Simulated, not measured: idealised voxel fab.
Documented hereafter: the process module known as voxel tone inversion.
In the cross-section labelled cut, the width is 295 nm and each square cell is 5 nm.
Cross-section, as written here: a square-cell grid given band by band from the top down, where a band holds one or more rows of cells.
Within each band entry, the heights of the top and of the bottom of the band appear first, in that order and in nm; the materials of the band then follow from left to right, each with its corresponding width in nm. The designation "everywhere" on a single material indicates that it fills the band from edge to edge; the designation "air" indicates empty space.
The level at which height equals 0 is the one under which the wafer, as it arrives, is entirely one material. No lower edge exists for the bottom band, which continues downward and is notated as in "from 0 down".
So if you see something like "30->40" for the width, read it as the top row of the band sitting at the first number and the bottom row at the second, with every row in between moving by the same amount as the last.
The designation "remained the same", where it is given for a processing step, indicates that no cell of the cross-section was altered in the course of that step.
If an empty space has no open way to the top and is at least 8 cells in size, "Closed cavity list" lists it, written width x height at distance, where distance is measured from the left edge and every value is in nm.
The remark found on a step's line after its settings is issued by the simulator itself and pertains to that step.
On any step carrying a mask, the "overlay nm" setting, if present on the step's line, tells how far right of its planned place the mask lay; negative values point to the left.

Plan:
- 1: RECEIVE,material Si
- 2: CONFORMAL_DEP,material SiN,thk nm 5
- 3: DIRECTIONAL_DEP,material aC,thk nm 20
- 4: PATTERN,tone cover,mask id POSTS,material resist,width nm 15,pitch nm 30,thk nm 25,overlay nm 0
- 5: DIRECTIONAL_ETCH,etch materials aC,depth nm 20
- 6: STRIP,etch materials resist
- 7: FILL_DEP,material SiO2,thk nm 5
- 8: CMP,height nm 25
- 9: STRIP,etch materials aC
Split variable: thk nm, step 2. Plan value = first wafer. Wafers start alike.

As received, i.e. after step 1: cross-section through the first of several wafers:
- from 0 down | Si everywhere
- Closed cavity list: none

So in this table every wafer gets its own row, and what you see is where it stands at the end of the module: for each material, how many cells it picked up (+) or gave up (-) since we received it, and after that its closed voids:
thk nm 5, +59 SiN, +200 SiO2, Closed cavity list: none
thk nm 10, +118 SiN, +150 SiO2, Closed cavity list: none
thk nm 15, +177 SiN, +100 SiO2, Closed cavity list: none
thk nm 20, +236 SiN, +50 SiO2, Closed cavity list: none
